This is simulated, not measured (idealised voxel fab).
process module | voxel transistor to metal
cross-section cut | 185 nm wide | cells 5 nm
A cross-section is a grid of square cells, given in bands from the top down. A band is one or more rows of cells.
Each band's line starts with the height of the band's top and of its bottom, in nm. Then come its materials from left to right, each with its width in nm. One material with "throughout" fills the band from edge to edge. "air" is empty space.
Height 0 is the level under which the wafer as received is all one material. The lowest band goes on downwards, as in "0 down".
A width such as "30 to 40" changes by the same amount from each row of cells to the next, from the band's top row to its bottom row.
"no change" after a step means that no cell of the cross-section changed.
closed voids: empty space of 8 cells or more with no open way to the top, each as width x height at its distance from the left edge, in nm
after a step's settings: what the simulator itself notes on the step
overlay nm, on a step with a mask: how far to the right of its planned place the mask lay; to the left if negative
plan
1 op RECEIVE | material Si
2 op OXIDIZE | depth nm 5
3 op CONFORMAL_DEP | material SiN | thk nm 15
4 op MASKED_ETCH | tone cover | mask id ACTIVE | width nm 110 | etch materials SiN | depth nm 15 | overlay nm 0
5 op MASKED_ETCH | tone cover | mask id ACTIVE | width nm 110 | etch materials SiO2 | depth nm 5 | overlay nm 0
6 op MASKED_ETCH | tone cover | mask id ACTIVE | width nm 110 | etch materials Si | depth nm 30 | overlay nm 0
7 op FILL_DEP | material SiO2 | thk nm 10
8 op CMP | height nm 15
9 op SELECTIVE_ETCH | etch materials SiO2 | depth nm 5
10 op STRIP | etch materials SiN
11 op SELECTIVE_ETCH | etch materials SiO2 | depth nm 5
12 op OXIDIZE | depth nm 5
13 op DIRECTIONAL_DEP | material polySi | thk nm 20
14 op DIRECTIONAL_DEP | material SiCN | thk nm 15
15 op MASKED_ETCH | tone cover | mask id GATE | width nm 20 | etch materials SiCN | depth nm 25 | overlay nm 0
16 op MASKED_ETCH | tone cover | mask id GATE | width nm 20 | etch materials polySi | depth nm 30 | overlay nm 0
17 op CONFORMAL_DEP | material SiN | thk nm 10
18 op DIRECTIONAL_ETCH | etch materials SiN | depth nm 10
19 op DIRECTIONAL_ETCH | etch materials SiO2 | depth nm 5
20 op DIRECTIONAL_ETCH | etch materials Si | depth nm 5
21 op EPI | material nSi | thk nm 5
22 op FILL_DEP | material SiO2 | thk nm 5
23 op CMP | height nm 30
24 op DIRECTIONAL_DEP | material SiO2 | thk nm 15
25 op DIRECTIONAL_DEP | material aC | thk nm 10
26 op PATTERN | tone open | mask id CONTACT | material resist | width nm 20 | pitch nm 80 | thk nm 30 | overlay nm 0
27 op DIRECTIONAL_ETCH | etch materials aC | depth nm 10
28 op STRIP | etch materials resist
29 op DIRECTIONAL_ETCH | etch materials SiO2 | depth nm 55
30 op STRIP | etch materials aC
31 op CONFORMAL_DEP | material TiN | thk nm 5
32 op FILL_DEP | material Ru | thk nm 10
33 op CMP | height nm 45
34 op CONFORMAL_DEP | material SiN | thk nm 5
35 op DIRECTIONAL_DEP | material SiO2 | thk nm 15
36 op MASKED_ETCH | tone open | mask id METAL_1 | width nm 20 | pitch nm 80 | etch materials SiO2 | depth nm 15 | overlay nm 0
37 op MASKED_ETCH | tone open | mask id METAL_1 | width nm 20 | pitch nm 80 | etch materials SiN | depth nm 5 | overlay nm 0
38 op CONFORMAL_DEP | material TiN | thk nm 5
39 op FILL_DEP | material Cu | thk nm 5
40 op CMP | height nm 65
41 op EPI | material Ru | thk nm 5
42 op FILL_DEP | material SiCN | thk nm 5
43 op DIRECTIONAL_DEP | material lowk | thk nm 30
44 op MASKED_ETCH | tone open | mask id METAL_2 | width nm 20 | pitch nm 80 | etch materials lowk | depth nm 15 | overlay nm 0
45 op PATTERN | tone open | mask id METAL_2_HOLES | material resist | width nm 15 | pitch nm 80 | thk nm 15 | overlay nm 0
46 op DIRECTIONAL_ETCH | etch materials lowk | depth nm 15
47 op DIRECTIONAL_ETCH | etch materials SiCN | depth nm 5
48 op STRIP | etch materials resist
49 op CONFORMAL_DEP | material TiN | thk nm 5
50 op FILL_DEP | material Cu | thk nm 10
51 op CMP | height nm 105
52 op CONFORMAL_DEP | material SiCN | thk nm 5
as received, after step 1
  0 down: Si throughout
  closed voids: none
first wafer at the end, as planned
  110 to 105: SiCN throughout
  105 to 95: lowk 40 | TiN 5 | Cu 10 | TiN 5 | lowk 60 | TiN 5 | Cu 10 | TiN 5 | lowk 45
  95 to 90: lowk 40 | TiN 5 | Cu 5 | TiN 10 | lowk 60 | TiN 5 | Cu 5 | TiN 10 | lowk 45
  90 to 75: lowk 40 | TiN 5 | Cu 5 | TiN 5 | lowk 65 | TiN 5 | Cu 5 | TiN 5 | lowk 50
  75 to 70: SiCN 40 | TiN 15 | SiCN 65 | TiN 15 | SiCN 50
  70 to 65: SiCN 35 | Ru 30 | SiCN 50 | Ru 30 | SiCN 40
  65 to 50: SiO2 40 | TiN 5 | Cu 10 | TiN 5 | SiO2 60 | TiN 5 | Cu 10 | TiN 5 | SiO2 45
  50 to 45: SiN 40 | TiN 20 | SiN 60 | TiN 20 | SiN 45
  45 to 30: SiO2 40 | TiN 5 | Ru 10 | TiN 5 | SiO2 60 | TiN 5 | Ru 10 | TiN 5 | SiO2 45
  30 to 15: SiO2 40 | TiN 5 | Ru 10 | TiN 5 | SiO2 10 | SiN 10 | SiCN 20 | SiN 10 | SiO2 10 | TiN 5 | Ru 10 | TiN 5 | SiO2 45
  15 to 5: SiO2 40 | TiN 5 | Ru 10 | TiN 5 | SiO2 10 | SiN 10 | polySi 20 | SiN 10 | SiO2 10 | TiN 5 | Ru 10 | TiN 5 | SiO2 45
  5 to -5: SiO2 30 | SiN 10 | TiN 5 to 10 | Ru 10 to 5 | TiN 5 | SiO2 10 | SiN 10 | polySi 20 | SiN 10 | SiO2 10 | TiN 5 | Ru 10 to 5 | TiN 5 to 10 | SiN 10 | SiO2 35
  -5 to -10: SiO2 40 | nSi 5 | TiN 15 | SiO2 5 | nSi 5 | SiO2 40 | nSi 5 | SiO2 5 | TiN 15 | nSi 5 | SiO2 45
  -10 to -15: SiO2 35 | Si 5 | nSi 30 | Si 40 | nSi 30 | Si 5 | SiO2 40
  -15 to -35: SiO2 35 | Si 110 | SiO2 40
  -35 down: Si throughout
  closed voids: none
second wafer at the end: like start, like plan, one mistake
  110 to 105: SiCN throughout
  105 to 95: lowk 40 | TiN 5 | Cu 10 | TiN 5 | lowk 60 | TiN 5 | Cu 10 | TiN 5 | lowk 45
  95 to 90: lowk 40 | TiN 5 | Cu 5 | TiN 10 | lowk 60 | TiN 5 | Cu 5 | TiN 10 | lowk 45
  90 to 75: lowk 40 | TiN 5 | Cu 5 | TiN 5 | lowk 65 | TiN 5 | Cu 5 | TiN 5 | lowk 50
  75 to 70: SiCN 40 | TiN 15 | SiCN 65 | TiN 15 | SiCN 50
  70 to 65: SiCN 35 | Ru 30 | SiCN 50 | Ru 30 | SiCN 40
  65 to 50: SiO2 40 | TiN 5 | Cu 10 | TiN 5 | SiO2 60 | TiN 5 | Cu 10 | TiN 5 | SiO2 45
  50 to 45: SiN 40 | TiN 20 | SiN 60 | TiN 20 | SiN 45
  45 to 30: SiO2 40 | TiN 5 | Ru 10 | TiN 5 | SiO2 60 | TiN 5 | Ru 10 | TiN 5 | SiO2 45
  30 to 15: SiO2 40 | TiN 5 | Ru 10 | TiN 5 | SiO2 10 | SiN 10 | SiCN 20 | SiN 10 | SiO2 10 | TiN 5 | Ru 10 | TiN 5 | SiO2 45
  15 to 10: SiO2 40 | TiN 5 | Ru 10 | TiN 5 | SiO2 10 | SiN 10 | polySi 20 | SiN 10 | SiO2 10 | TiN 5 | Ru 10 | TiN 5 | SiO2 45
  10 to 5: SiO2 40 | TiN 20 | SiO2 10 | SiN 10 | polySi 20 | SiN 10 | SiO2 10 | TiN 20 | SiO2 45
  5 to -5: SiO2 30 | SiN 10 | SiO2 30 | SiN 10 | polySi 20 | SiN 10 | SiO2 30 | SiN 10 | SiO2 35
  -5 to -10: SiO2 40 | nSi 5 | SiO2 20 | nSi 5 | SiO2 40 | nSi 5 | SiO2 20 | nSi 5 | SiO2 45
  -10 to -15: SiO2 35 | Si 5 | nSi 30 | Si 40 | nSi 30 | Si 5 | SiO2 40
  -15 to -35: SiO2 35 | Si 110 | SiO2 40
  -35 down: Si throughout
  closed voids: none
what went wrong: step 24 was run twice
at the end the second wafer has, in cells: 10 fewer of Ru | 22 more of SiO2 | 12 fewer of TiN
